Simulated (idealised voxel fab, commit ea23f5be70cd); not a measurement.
The following process module bears the name voxel capacitor over wiring.
Each square cell in cross-section cut measures 5 nm, and the section as a whole is 290 nm wide.
Cross-section layout: square cells on a grid; listed as bands, top to bottom; a band spans one or more cell rows. Read a band's entry like this: the first values are the height of its top and the height of its bottom in nm, and what follows is the sequence of materials from left to right, each with its width in nm. Note that "air" is empty space, and that a single material marked "everywhere" reaches across the band from edge to edge. Height datum 0, below which the as-received substrate wafer is one material. Lowest band open at the bottom, running downward: "0 -> down". Graded width ("30..40"): value in top row of band = first number; value in bottom row = second number; row-to-row change constant. "no alterations made", as given for a step, is the statement that not any cell of the cross-section underwent a change during that step. Entry "Completely sealed voids" = empty spaces >= 8 cells with no open way to the top; each as width x height at distance, distance from left edge, all nm. Read whatever lies past the settings on a step's line as the simulator's own remark about the step. When a step includes a mask, the "overlay nm" setting on its line states how far to the right of its planned place that mask lay, and negative values state how far to the left.
[Listed below are the process steps as planned]
1,RECEIVE (material Si)
2,CONFORMAL_DEP (material SiO2; thk nm 10)
3,CONFORMAL_DEP (material SiCN; thk nm 5)
4,DIRECTIONAL_DEP (material SiO2; thk nm 20)
5,MASKED_ETCH (tone open; mask id METAL_1; width nm 20; pitch nm 80; etch materials SiO2; depth nm 20; overlay nm 0)
6,MASKED_ETCH (tone open; mask id METAL_1; width nm 20; pitch nm 80; etch materials SiCN; depth nm 5; overlay nm 0)
7,CONFORMAL_DEP (material TiN; thk nm 5)
8,FILL_DEP (material Cu; thk nm 5)
9,CMP (height nm 35)
10,EPI (material Ru; thk nm 5)
11,FILL_DEP (material SiCN; thk nm 5)
12,DIRECTIONAL_DEP (material lowk; thk nm 10)
13,MASKED_ETCH (tone open; mask id PLUG_1; width nm 15; etch materials lowk; depth nm 10; overlay nm 0)
14,MASKED_ETCH (tone open; mask id PLUG_1; width nm 15; etch materials SiCN; depth nm 5; overlay nm 0)
15,CONFORMAL_DEP (material TiN; thk nm 5)
16,FILL_DEP (material Ru; thk nm 5)
17,CMP (height nm 55)
18,DIRECTIONAL_DEP (material TiN; thk nm 5)
19,DIRECTIONAL_DEP (material Al2O3; thk nm 5)
20,DIRECTIONAL_DEP (material TiN; thk nm 5)
21,MASKED_ETCH (tone cover; mask id UPPER_PLATE; width nm 65; etch materials TiN; depth nm 5; overlay nm 0)
22,MASKED_ETCH (tone cover; mask id UPPER_PLATE; width nm 65; etch materials Al2O3; depth nm 5; overlay nm 0)
23,MASKED_ETCH (tone cover; mask id LOWER_PLATE; width nm 75; etch materials TiN; depth nm 5; overlay nm 0)
24,FILL_DEP (material SiO2; thk nm 15)
25,CMP (height nm 80)
26,MASKED_ETCH (tone open; mask id PLUG_2; width nm 15; etch materials SiO2; depth nm 10; overlay nm 0)
27,CONFORMAL_DEP (material TiN; thk nm 5)
28,FILL_DEP (material Cu; thk nm 5)
29,CMP (height nm 80)
30,CONFORMAL_DEP (material SiN; thk nm 5)
Quick note for whoever runs this: the wafers start identical, but the thk nm at step 7 isn't the same across them. The plan just shows what the first wafer had.
[As-received cross-section, first of several wafers, post step 1]
> 0 -> down  Si everywhere
> Completely sealed voids: none
[Heads up, this table goes wafer by wafer. A row tells you, at the end of the module, how many cells of each material that wafer has put on (+) or dropped (-) since it was received, and then its closed voids]
thk nm 5, +13 Al2O3, +17 Cu, +14 Ru, +151 SiCN, +58 SiN, +559 SiO2, +64 TiN, +110 lowk, Completely sealed voids: none
thk nm 10, +13 Al2O3, +1 Cu, +14 Ru, +151 SiCN, +58 SiN, +559 SiO2, +80 TiN, +110 lowk, Completely sealed voids: none
thk nm 15, +13 Al2O3, +1 Cu, +14 Ru, +151 SiCN, +58 SiN, +559 SiO2, +80 TiN, +110 lowk, Completely sealed voids: none
thk nm 20, +13 Al2O3, +1 Cu, +14 Ru, +151 SiCN, +58 SiN, +559 SiO2, +80 TiN, +110 lowk, Completely sealed voids: none
